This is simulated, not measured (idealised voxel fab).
The document below concerns the process module designated voxel fin reveal.
The figure presents cross-section cut, which has a width of 170 nm and is divided into square cells with an edge length of 5 nm.
Square cells in a grid make up a cross-section in this document, and the grid is given as bands, listed from the top down, each one or more rows of cells. For a band, the entry starts with two heights in nm, that of the top and then that of the bottom, and carries on with the band's materials in order from left to right, each alongside its width in nm; the word "edge to edge" beside a single material means it fills the band edge to edge, and "empty" means empty space. For the purposes of this specification, 0 denotes the height below which the wafer in its as-received condition is composed wholly of one material, and the lowermost band, lacking a lower limit, extends downward without end, as expressed in "top 0, no bottom". Per-row width for "30 to 40": begins at first number (top row of band), ends at second number (bottom row), increment between rows held constant. What does "remained unchanged" mean for a step? It means no cell of the cross-section changed in that step. So "Closed void entries" is basically the list of trapped voids: any empty space of 8 cells or more that can't reach the top through an opening. They're written width x height at distance, the distance being from the left edge, and it's all nm. Note: text after step settings on the step line = simulator remark on that step. overlay nm: for a step with a mask, the amount by which the mask lay right of where it was planned; a negative amount means left of it.

## The steps planned for the process are as follows
1,RECEIVE, material Si
2,CONFORMAL_DEP, material SiN, thk nm 5
3,MASKED_ETCH, tone cover, mask id FINS, width nm 15, pitch nm 35, etch materials SiN, depth nm 5, overlay nm 0
4,MASKED_ETCH, tone cover, mask id FINS, width nm 15, pitch nm 35, etch materials Si, depth nm 30, overlay nm -10
5,OXIDIZE, depth nm 5
6,FILL_DEP, material SiO2, thk nm 5
7,CMP, height nm 5
8,SELECTIVE_ETCH, etch materials SiO2, depth nm 20
9,STRIP, etch materials SiN
10,CONFORMAL_DEP, material SiO2, thk nm 5
What sets these wafers apart? The overlay nm at step 4. They all start alike, and the plan carries the first wafer's value.

## The first of several wafers, as received after step 1, seen in section
> top 0, no bottom: Si edge to edge
> Closed void entries: none

## The table below has one row for each wafer; a row shows, as of the end of the module, how many cells of each material the wafer has gained, marked (+), or lost, marked (-), since it was received, and then the wafer's closed voids
overlay nm -10, -162 Si, +146 SiO2, Closed void entries: none
overlay nm -5, -186 Si, +162 SiO2, Closed void entries: none
overlay nm 0, -210 Si, +178 SiO2, Closed void entries: none
overlay nm 5, -186 Si, +162 SiO2, Closed void entries: none
overlay nm 10, -162 Si, +146 SiO2, Closed void entries: none
